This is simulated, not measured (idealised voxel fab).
process module | voxel self aligned contacts
cross-section cut | 195 nm wide | cells 5 nm
A cross-section is a grid of square cells, given in bands from the top down. A band is one or more rows of cells.
Each band's line starts with the height of the band's top and of its bottom, in nm. Then come its materials from left to right, each with its width in nm. One material with "throughout" fills the band from edge to edge. "air" is empty space.
Height 0 is the level under which the wafer as received is all one material. The lowest band goes on downwards, as in "0 down".
A width such as "30 to 40" changes by the same amount from each row of cells to the next, from the band's top row to its bottom row.
"no change" after a step means that no cell of the cross-section changed.
closed voids: empty space of 8 cells or more with no open way to the top, each as width x height at its distance from the left edge, in nm
after a step's settings: what the simulator itself notes on the step
overlay nm, on a step with a mask: how far to the right of its planned place the mask lay; to the left if negative
plan
1 op RECEIVE | material Si
2 op CONFORMAL_DEP | material SiO2 | thk nm 5
3 op DIRECTIONAL_DEP | material polySi | thk nm 20
4 op DIRECTIONAL_DEP | material SiN | thk nm 15
5 op PATTERN | tone cover | mask id GATE | material resist | width nm 30 | pitch nm 65 | thk nm 15 | overlay nm 0
6 op DIRECTIONAL_ETCH | etch materials SiN | depth nm 15
7 op DIRECTIONAL_ETCH | etch materials polySi | depth nm 20
8 op STRIP | etch materials resist
9 op CONFORMAL_DEP | material SiN | thk nm 5
10 op DIRECTIONAL_ETCH | etch materials SiN | depth nm 5
11 op FILL_DEP | material SiO2 | thk nm 15
12 op CMP | height nm 50
13 op PATTERN | tone open | mask id CONTACT | material resist | width nm 45 | thk nm 20 | overlay nm 0
14 op DIRECTIONAL_ETCH | etch materials SiO2 | depth nm 50
15 op STRIP | etch materials resist
16 op CONFORMAL_DEP | material TiN | thk nm 5
17 op FILL_DEP | material Ru | thk nm 5
18 op CMP | height nm 50
19 op CONFORMAL_DEP | material SiCN | thk nm 5
as received, after step 1
  0 down: Si throughout
  closed voids: none
a wafer at the end: this start, this plan, one mistake
  55 to 50: SiCN throughout
  50 to 45: SiO2 45 | SiN 40 | TiN 5 | Ru 15 | TiN 5 | SiN 40 | SiO2 45
  45 to 40: SiO2 45 | SiN 40 | TiN 25 | SiN 40 | SiO2 45
  40 to 25: SiN throughout
  25 to 5: polySi throughout
  5 to 0: SiO2 throughout
  0 down: Si throughout
  closed voids: none
what went wrong: step 4 was run twice
